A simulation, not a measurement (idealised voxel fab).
process module | voxel transistor to metal
cross-section cut | 300 nm wide | cells 5 nm
A cross-section is a grid of square cells, given in bands from the top down. A band is one or more rows of cells.
Each band's line starts with the height of the band's top and of its bottom, in nm. Then come its materials from left to right, each with its width in nm. One material with "throughout" fills the band from edge to edge. "air" is empty space.
Height 0 is the level under which the wafer as received is all one material. The lowest band goes on downwards, as in "0 down".
A width such as "30 to 40" changes by the same amount from each row of cells to the next, from the band's top row to its bottom row.
"no change" after a step means that no cell of the cross-section changed.
closed voids: empty space of 8 cells or more with no open way to the top, each as width x height at its distance from the left edge, in nm
after a step's settings: what the simulator itself notes on the step
overlay nm, on a step with a mask: how far to the right of its planned place the mask lay; to the left if negative
plan
1 op RECEIVE | material Si
2 op OXIDIZE | depth nm 5
3 op CONFORMAL_DEP | material SiN | thk nm 15
4 op PATTERN | tone cover | mask id ACTIVE | material resist | width nm 95 | pitch nm 115 | thk nm 20 | overlay nm 0
5 op DIRECTIONAL_ETCH | etch materials SiN | depth nm 15
6 op DIRECTIONAL_ETCH | etch materials SiO2 | depth nm 5
7 op DIRECTIONAL_ETCH | etch materials Si | depth nm 35
8 op STRIP | etch materials resist
9 op FILL_DEP | material SiO2 | thk nm 15
10 op CMP | height nm 15
11 op SELECTIVE_ETCH | etch materials SiO2 | depth nm 10
12 op STRIP | etch materials SiN
13 op SELECTIVE_ETCH | etch materials SiO2 | depth nm 5
14 op OXIDIZE | depth nm 5
15 op DIRECTIONAL_DEP | material polySi | thk nm 20
16 op DIRECTIONAL_DEP | material SiCN | thk nm 10
17 op PATTERN | tone cover | mask id GATE | material resist | width nm 25 | pitch nm 115 | thk nm 15 | overlay nm 0
18 op DIRECTIONAL_ETCH | etch materials SiCN | depth nm 20
19 op DIRECTIONAL_ETCH | etch materials polySi | depth nm 30
20 op STRIP | etch materials resist
21 op CONFORMAL_DEP | material SiN | thk nm 5
22 op DIRECTIONAL_ETCH | etch materials SiN | depth nm 5
23 op DIRECTIONAL_ETCH | etch materials SiO2 | depth nm 5
24 op EPI | material SiGe | thk nm 5
25 op FILL_DEP | material SiO2 | thk nm 10
26 op CMP | height nm 15
27 op STRIP | etch materials polySi
28 op SELECTIVE_ETCH | etch materials SiO2 | depth nm 5
29 op CONFORMAL_DEP | material HfO2 | thk nm 5
30 op CONFORMAL_DEP | material TiN | thk nm 5
31 op FILL_DEP | material W | thk nm 10
32 op CMP | height nm 10
33 op DIRECTIONAL_DEP | material SiO2 | thk nm 10
34 op DIRECTIONAL_DEP | material aC | thk nm 10
35 op PATTERN | tone open | mask id CONTACT | material resist | width nm 15 | thk nm 30 | overlay nm 0
36 op DIRECTIONAL_ETCH | etch materials aC | depth nm 10
37 op STRIP | etch materials resist
38 op DIRECTIONAL_ETCH | etch materials SiO2 | depth nm 25
39 op STRIP | etch materials aC
40 op CONFORMAL_DEP | material TiN | thk nm 5
41 op FILL_DEP | material Ru | thk nm 5
42 op CMP | height nm 20
43 op CONFORMAL_DEP | material SiN | thk nm 5
44 op DIRECTIONAL_DEP | material SiO2 | thk nm 25
45 op MASKED_ETCH | tone open | mask id METAL_1 | width nm 15 | etch materials SiO2 | depth nm 25 | overlay nm 0
46 op MASKED_ETCH | tone open | mask id METAL_1 | width nm 15 | etch materials SiN | depth nm 5 | overlay nm 0
47 op CONFORMAL_DEP | material TiN | thk nm 5
48 op FILL_DEP | material Ru | thk nm 10
49 op CMP | height nm 50
50 op CONFORMAL_DEP | material SiCN | thk nm 5
51 op DIRECTIONAL_DEP | material lowk | thk nm 30
52 op DIRECTIONAL_DEP | material aC | thk nm 10
53 op PATTERN | tone open | mask id METAL_2 | material resist | width nm 15 | pitch nm 115 | thk nm 25 | overlay nm 0
54 op DIRECTIONAL_ETCH | etch materials aC | depth nm 10
55 op STRIP | etch materials resist
56 op DIRECTIONAL_ETCH | etch materials lowk | depth nm 20
57 op STRIP | etch materials aC
58 op DIRECTIONAL_DEP | material aC | thk nm 15
59 op PATTERN | tone open | mask id METAL_2_HOLES | material resist | width nm 15 | pitch nm 115 | thk nm 30 | overlay nm 0
60 op DIRECTIONAL_ETCH | etch materials aC | depth nm 15
61 op STRIP | etch materials resist
62 op DIRECTIONAL_ETCH | etch materials lowk | depth nm 10
63 op DIRECTIONAL_ETCH | etch materials SiCN | depth nm 5
64 op STRIP | etch materials aC
65 op CONFORMAL_DEP | material TiN | thk nm 5
66 op FILL_DEP | material Ru | thk nm 10
67 op CMP | height nm 85
68 op CONFORMAL_DEP | material SiN | thk nm 5
as received, after step 1
  0 down: Si throughout
  closed voids: none
first wafer at the end, as planned
  90 to 85: SiN throughout
  85 to 55: lowk 50 | TiN 5 | Ru 5 | TiN 5 | lowk 100 | TiN 5 | Ru 5 | TiN 5 | lowk 120
  55 to 50: SiCN 50 | TiN 15 | SiCN 100 | TiN 15 | SiCN 120
  50 to 25: SiO2 50 | TiN 5 | Ru 5 | TiN 5 | SiO2 55 | TiN 5 | Ru 5 | TiN 5 | SiO2 30 | TiN 5 | Ru 5 | TiN 5 | SiO2 55 | TiN 5 | Ru 5 | TiN 5 | SiO2 50
  25 to 20: SiN 50 | TiN 15 | SiN 55 | TiN 15 | SiN 30 | TiN 15 | SiN 55 | TiN 15 | SiN 50
  20 to 10: SiO2 50 | TiN 5 | Ru 5 | TiN 5 | SiO2 55 | TiN 5 | Ru 5 | TiN 5 | SiO2 30 | TiN 5 | Ru 5 | TiN 5 | SiO2 55 | TiN 5 | Ru 5 | TiN 5 | SiO2 50
  10 to 0: SiO2 50 | TiN 5 | Ru 5 | TiN 5 | SiO2 10 | SiN 5 | HfO2 5 | TiN 5 | W 5 | TiN 5 | HfO2 5 | SiN 5 | SiO2 10 | TiN 5 | Ru 5 | TiN 5 | SiO2 30 | TiN 5 | Ru 5 | TiN 5 | SiO2 10 | SiN 5 | HfO2 5 | TiN 5 | W 5 | TiN 5 | HfO2 5 | SiN 5 | SiO2 10 | TiN 5 | Ru 5 | TiN 5 | SiO2 50
  0 to -5: SiO2 40 | SiN 5 | SiO2 5 | TiN 15 | SiO2 10 | SiN 5 | HfO2 5 | TiN 15 | HfO2 5 | SiN 5 | SiO2 10 | TiN 15 | SiO2 5 | SiN 5 | SiO2 10 | SiN 5 | SiO2 5 | TiN 15 | SiO2 10 | SiN 5 | HfO2 5 | TiN 15 | HfO2 5 | SiN 5 | SiO2 10 | TiN 15 | SiO2 5 | SiN 5 | SiO2 40
  -5 to -10: SiO2 45 | SiGe 30 | HfO2 35 | SiGe 30 | SiO2 20 | SiGe 30 | HfO2 35 | SiGe 30 | SiO2 45
  -10 to -40: SiO2 45 | Si 95 | SiO2 20 | Si 95 | SiO2 45
  -40 down: Si throughout
  closed voids: none
second wafer at the end: like start, like plan, one mistake
  90 to 85: SiN throughout
  85 to 70: lowk 50 | TiN 5 | Ru 5 | TiN 5 | lowk 100 | TiN 5 | Ru 5 | TiN 5 | lowk 120
  70 to 65: SiCN 50 | TiN 15 | SiCN 100 | TiN 15 | SiCN 120
  65 to 55: Ru throughout
  55 to 50: TiN 55 | Ru 5 | TiN 65 | Ru 5 | TiN 40 | Ru 5 | TiN 65 | Ru 5 | TiN 55
  50 to 25: SiO2 50 | TiN 5 | Ru 5 | TiN 5 | SiO2 55 | TiN 5 | Ru 5 | TiN 5 | SiO2 30 | TiN 5 | Ru 5 | TiN 5 | SiO2 55 | TiN 5 | Ru 5 | TiN 5 | SiO2 50
  25 to 20: SiN 50 | TiN 15 | SiN 55 | TiN 15 | SiN 30 | TiN 15 | SiN 55 | TiN 15 | SiN 50
  20 to 10: SiO2 50 | TiN 5 | Ru 5 | TiN 5 | SiO2 55 | TiN 5 | Ru 5 | TiN 5 | SiO2 30 | TiN 5 | Ru 5 | TiN 5 | SiO2 55 | TiN 5 | Ru 5 | TiN 5 | SiO2 50
  10 to 0: SiO2 50 | TiN 5 | Ru 5 | TiN 5 | SiO2 10 | SiN 5 | HfO2 5 | TiN 5 | W 5 | TiN 5 | HfO2 5 | SiN 5 | SiO2 10 | TiN 5 | Ru 5 | TiN 5 | SiO2 30 | TiN 5 | Ru 5 | TiN 5 | SiO2 10 | SiN 5 | HfO2 5 | TiN 5 | W 5 | TiN 5 | HfO2 5 | SiN 5 | SiO2 10 | TiN 5 | Ru 5 | TiN 5 | SiO2 50
  0 to -5: SiO2 40 | SiN 5 | SiO2 5 | TiN 15 | SiO2 10 | SiN 5 | HfO2 5 | TiN 15 | HfO2 5 | SiN 5 | SiO2 10 | TiN 15 | SiO2 5 | SiN 5 | SiO2 10 | SiN 5 | SiO2 5 | TiN 15 | SiO2 10 | SiN 5 | HfO2 5 | TiN 15 | HfO2 5 | SiN 5 | SiO2 10 | TiN 15 | SiO2 5 | SiN 5 | SiO2 40
  -5 to -10: SiO2 45 | SiGe 30 | HfO2 35 | SiGe 30 | SiO2 20 | SiGe 30 | HfO2 35 | SiGe 30 | SiO2 45
  -10 to -40: SiO2 45 | Si 95 | SiO2 20 | Si 95 | SiO2 45
  -40 down: Si throughout
  closed voids: none
what went wrong: step 49 was left out
at the end the second wafer has, in cells: 118 more of Ru | 44 more of TiN | 162 fewer of lowk
